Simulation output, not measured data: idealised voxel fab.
process module | voxel transistor to metal
cross-section cut | 155 nm wide | cells 5 nm
A cross-section is a grid of square cells, given in bands from the top down. A band is one or more rows of cells.
Each band's line starts with the height of the band's top and of its bottom, in nm. Then come its materials from left to right, each with its width in nm. One material with "throughout" fills the band from edge to edge. "air" is empty space.
Height 0 is the level under which the wafer as received is all one material. The lowest band goes on downwards, as in "0 down".
A width such as "30 to 40" changes by the same amount from each row of cells to the next, from the band's top row to its bottom row.
"no change" after a step means that no cell of the cross-section changed.
closed voids: empty space of 8 cells or more with no open way to the top, each as width x height at its distance from the left edge, in nm
after a step's settings: what the simulator itself notes on the step
overlay nm, on a step with a mask: how far to the right of its planned place the mask lay; to the left if negative
plan
1 op RECEIVE | material Si
2 op OXIDIZE | depth nm 5
3 op CONFORMAL_DEP | material SiN | thk nm 10
4 op MASKED_ETCH | tone cover | mask id ACTIVE | width nm 105 | etch materials SiN | depth nm 10 | overlay nm 0
5 op MASKED_ETCH | tone cover | mask id ACTIVE | width nm 105 | etch materials SiO2 | depth nm 5 | overlay nm 0
6 op MASKED_ETCH | tone cover | mask id ACTIVE | width nm 105 | etch materials Si | depth nm 25 | overlay nm 0
7 op OXIDIZE | depth nm 5
8 op FILL_DEP | material SiO2 | thk nm 5
9 op CMP | height nm 10
10 op SELECTIVE_ETCH | etch materials SiO2 | depth nm 10
11 op STRIP | etch materials SiN
12 op SELECTIVE_ETCH | etch materials SiO2 | depth nm 5
13 op OXIDIZE | depth nm 5
14 op DIRECTIONAL_DEP | material polySi | thk nm 30
15 op DIRECTIONAL_DEP | material SiCN | thk nm 15
16 op DIRECTIONAL_DEP | material aC | thk nm 15
17 op PATTERN | tone cover | mask id GATE | material resist | width nm 25 | thk nm 30 | overlay nm 0
18 op DIRECTIONAL_ETCH | etch materials aC | depth nm 15
19 op STRIP | etch materials resist
20 op DIRECTIONAL_ETCH | etch materials SiCN | depth nm 25
21 op DIRECTIONAL_ETCH | etch materials polySi | depth nm 40
22 op STRIP | etch materials aC
23 op CONFORMAL_DEP | material SiO2 | thk nm 5
24 op DIRECTIONAL_ETCH | etch materials SiO2 | depth nm 5
25 op CONFORMAL_DEP | material SiN | thk nm 5
26 op DIRECTIONAL_ETCH | etch materials SiN | depth nm 5
27 op DIRECTIONAL_ETCH | etch materials SiO2 | depth nm 5
28 op EPI | material nSi | thk nm 5
29 op FILL_DEP | material SiO2 | thk nm 10
30 op CMP | height nm 25
31 op STRIP | etch materials polySi
32 op SELECTIVE_ETCH | etch materials SiO2 | depth nm 5
33 op CONFORMAL_DEP | material HfO2 | thk nm 5
34 op CONFORMAL_DEP | material TiN | thk nm 5
35 op FILL_DEP | material W | thk nm 5
36 op CMP | height nm 20
37 op DIRECTIONAL_DEP | material SiO2 | thk nm 15
38 op DIRECTIONAL_DEP | material aC | thk nm 15
39 op PATTERN | tone open | mask id CONTACT | material resist | width nm 20 | pitch nm 75 | thk nm 35 | overlay nm 0
40 op DIRECTIONAL_ETCH | etch materials aC | depth nm 15
41 op STRIP | etch materials resist
42 op DIRECTIONAL_ETCH | etch materials SiO2 | depth nm 40
43 op STRIP | etch materials aC
44 op CONFORMAL_DEP | material TiN | thk nm 5
45 op FILL_DEP | material W | thk nm 5
46 op CMP | height nm 35
47 op CONFORMAL_DEP | material SiCN | thk nm 5
48 op DIRECTIONAL_DEP | material lowk | thk nm 25
49 op PATTERN | tone open | mask id METAL_1 | material resist | width nm 20 | pitch nm 75 | thk nm 20 | overlay nm 0
50 op DIRECTIONAL_ETCH | etch materials lowk | depth nm 25
51 op DIRECTIONAL_ETCH | etch materials SiCN | depth nm 5
52 op STRIP | etch materials resist
53 op CONFORMAL_DEP | material TiN | thk nm 5
54 op FILL_DEP | material Ru | thk nm 5
55 op CMP | height nm 65
56 op EPI | material Ru | thk nm 5
57 op FILL_DEP | material SiCN | thk nm 5
58 op DIRECTIONAL_DEP | material SiO2 | thk nm 30
59 op PATTERN | tone open | mask id METAL_2_HOLES | material resist | width nm 15 | pitch nm 75 | thk nm 15 | overlay nm 0
60 op DIRECTIONAL_ETCH | etch materials SiO2 | depth nm 30
61 op STRIP | etch materials resist
62 op DIRECTIONAL_DEP | material aC | thk nm 10
63 op PATTERN | tone open | mask id METAL_2 | material resist | width nm 20 | pitch nm 75 | thk nm 25 | overlay nm 0
64 op DIRECTIONAL_ETCH | etch materials aC | depth nm 10
65 op STRIP | etch materials resist
66 op DIRECTIONAL_ETCH | etch materials SiO2 | depth nm 15
67 op DIRECTIONAL_ETCH | etch materials SiCN | depth nm 5
68 op STRIP | etch materials aC
69 op CONFORMAL_DEP | material TiN | thk nm 5
70 op FILL_DEP | material Cu | thk nm 10
71 op CMP | height nm 105
72 op CONFORMAL_DEP | material SiCN | thk nm 5
as received, after step 1
  0 down: Si throughout
  closed voids: none
first wafer at the end, as planned
  110 to 105: SiCN throughout
  105 to 95: SiO2 30 | TiN 5 | Cu 10 | TiN 5 | SiO2 55 | TiN 5 | Cu 10 | TiN 5 | SiO2 30
  95 to 90: SiO2 30 | TiN 5 | Cu 5 | TiN 10 | SiO2 55 | TiN 5 | Cu 5 | TiN 10 | SiO2 30
  90 to 75: SiO2 30 | TiN 5 | Cu 5 | TiN 5 | SiO2 60 | TiN 5 | Cu 5 | TiN 5 | SiO2 35
  75 to 70: SiCN 30 | TiN 15 | SiCN 60 | TiN 15 | SiCN 35
  70 to 65: SiCN 25 | Ru 30 | SiCN 45 | Ru 30 | SiCN 25
  65 to 40: lowk 30 | TiN 5 | Ru 10 | TiN 5 | lowk 55 | TiN 5 | Ru 10 | TiN 5 | lowk 30
  40 to 35: SiCN 30 | TiN 20 | SiCN 55 | TiN 20 | SiCN 30
  35 to 20: SiO2 30 | TiN 5 | W 10 | TiN 5 | SiO2 55 | TiN 5 | W 10 | TiN 5 | SiO2 30
  20 to 0: SiO2 30 | TiN 5 | W 10 | TiN 5 | SiO2 5 | SiN 5 | HfO2 5 | TiN 5 | W 15 | TiN 5 | HfO2 5 | SiN 5 | SiO2 5 | TiN 5 | W 10 | TiN 5 | SiO2 30
  0 to -5: SiO2 30 | TiN 20 | SiO2 5 | SiN 5 | HfO2 5 | TiN 25 | HfO2 5 | SiN 5 | SiO2 5 | TiN 20 | SiO2 30
  -5 to -10: SiO2 25 | nSi 30 | SiO2 5 | HfO2 35 | SiO2 5 | nSi 30 | SiO2 25
  -10 to -35: SiO2 30 | Si 95 | SiO2 30
  -35 down: Si throughout
  closed voids: none
second wafer at the end: like start, like plan, one mistake
  110 to 105: SiCN throughout
  105 to 95: SiO2 30 | TiN 5 | Cu 10 | TiN 5 | SiO2 55 | TiN 5 | Cu 10 | TiN 5 | SiO2 30
  95 to 90: SiO2 30 | TiN 5 | Cu 5 | TiN 10 | SiO2 55 | TiN 5 | Cu 5 | TiN 10 | SiO2 30
  90 to 75: SiO2 30 | TiN 5 | Cu 5 | TiN 5 | SiO2 60 | TiN 5 | Cu 5 | TiN 5 | SiO2 35
  75 to 70: SiCN 30 | TiN 15 | SiCN 60 | TiN 15 | SiCN 35
  70 to 65: SiCN 25 | Ru 30 | SiCN 45 | Ru 30 | SiCN 25
  65 to 40: lowk 30 | TiN 5 | Ru 10 | TiN 5 | lowk 55 | TiN 5 | Ru 10 | TiN 5 | lowk 30
  40 to 35: SiCN 30 | TiN 20 | SiCN 55 | TiN 20 | SiCN 30
  35 to 20: SiO2 30 | TiN 5 | W 10 | TiN 5 | SiO2 55 | TiN 5 | W 10 | TiN 5 | SiO2 30
  20 to 0: SiO2 30 | TiN 5 | W 10 | TiN 5 | SiO2 5 | SiN 5 | TiN 5 | HfO2 5 | W 15 | HfO2 5 | TiN 5 | SiN 5 | SiO2 5 | TiN 5 | W 10 | TiN 5 | SiO2 30
  0 to -5: SiO2 30 | TiN 20 | SiO2 5 | SiN 5 | TiN 5 | HfO2 25 | TiN 5 | SiN 5 | SiO2 5 | TiN 20 | SiO2 30
  -5 to -10: SiO2 25 | nSi 30 | SiO2 5 | TiN 35 | SiO2 5 | nSi 30 | SiO2 25
  -10 to -35: SiO2 30 | Si 95 | SiO2 30
  -35 down: Si throughout
  closed voids: none
what went wrong: steps 33 and 34 were swapped
at the end the second wafer has, in cells: 4 fewer of HfO2 | 4 more of TiN
